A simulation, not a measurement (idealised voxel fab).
process module | voxel released beams
cross-section cut | 250 nm wide | cells 5 nm
A cross-section is a grid of square cells, given in bands from the top down. A band is one or more rows of cells.
Each band's line starts with the height of the band's top and of its bottom, in nm. Then come its materials from left to right, each with its width in nm. One material with "throughout" fills the band from edge to edge. "air" is empty space.
Height 0 is the level under which the wafer as received is all one material. The lowest band goes on downwards, as in "0 down".
A width such as "30 to 40" changes by the same amount from each row of cells to the next, from the band's top row to its bottom row.
"no change" after a step means that no cell of the cross-section changed.
closed voids: empty space of 8 cells or more with no open way to the top, each as width x height at its distance from the left edge, in nm
after a step's settings: what the simulator itself notes on the step
overlay nm, on a step with a mask: how far to the right of its planned place the mask lay; to the left if negative
plan
1 op RECEIVE | material Si
2 op CONFORMAL_DEP | material Al2O3 | thk nm 5
3 op DIRECTIONAL_DEP | material SiO2 | thk nm 20
4 op PATTERN | tone open | mask id ANCHOR | material resist | width nm 45 | thk nm 15 | overlay nm 0
5 op DIRECTIONAL_ETCH | etch materials SiO2 | depth nm 20
6 op STRIP | etch materials resist
7 op CONFORMAL_DEP | material SiN | thk nm 15
8 op DIRECTIONAL_DEP | material aC | thk nm 10
9 op PATTERN | tone cover | mask id BEAM | material resist | width nm 105 | thk nm 30 | overlay nm 0
10 op DIRECTIONAL_ETCH | etch materials aC | depth nm 10
11 op STRIP | etch materials resist
12 op DIRECTIONAL_ETCH | etch materials SiN | depth nm 15
13 op STRIP | etch materials aC
14 op STRIP | etch materials SiO2
as received, after step 1
  0 down: Si throughout
  closed voids: none
first wafer at the end, as planned
  40 to 25: air 70 | SiN 20 | air 15 | SiN 70 | air 75
  25 to 20: air 75 | SiN 15 | air 15 | SiN 15 | air 130
  20 to 5: air 75 | SiN 45 | air 130
  5 to 0: Al2O3 throughout
  0 down: Si throughout
  closed voids: none
second wafer at the end: like start, like plan, one mistake
  40 to 25: air 65 | SiN 25 | air 15 | SiN 75 | air 70
  25 to 20: air 75 | SiN 15 | air 15 | SiN 15 | air 130
  20 to 5: air 75 | SiN 45 | air 130
  5 to 0: Al2O3 throughout
  0 down: Si throughout
  closed voids: none
what went wrong: step 9 ran as: op PATTERN | tone cover | mask id BEAM | material resist | width nm 115 | thk nm 30 | overlay nm 0
at the end the second wafer has, in cells: 6 more of SiN
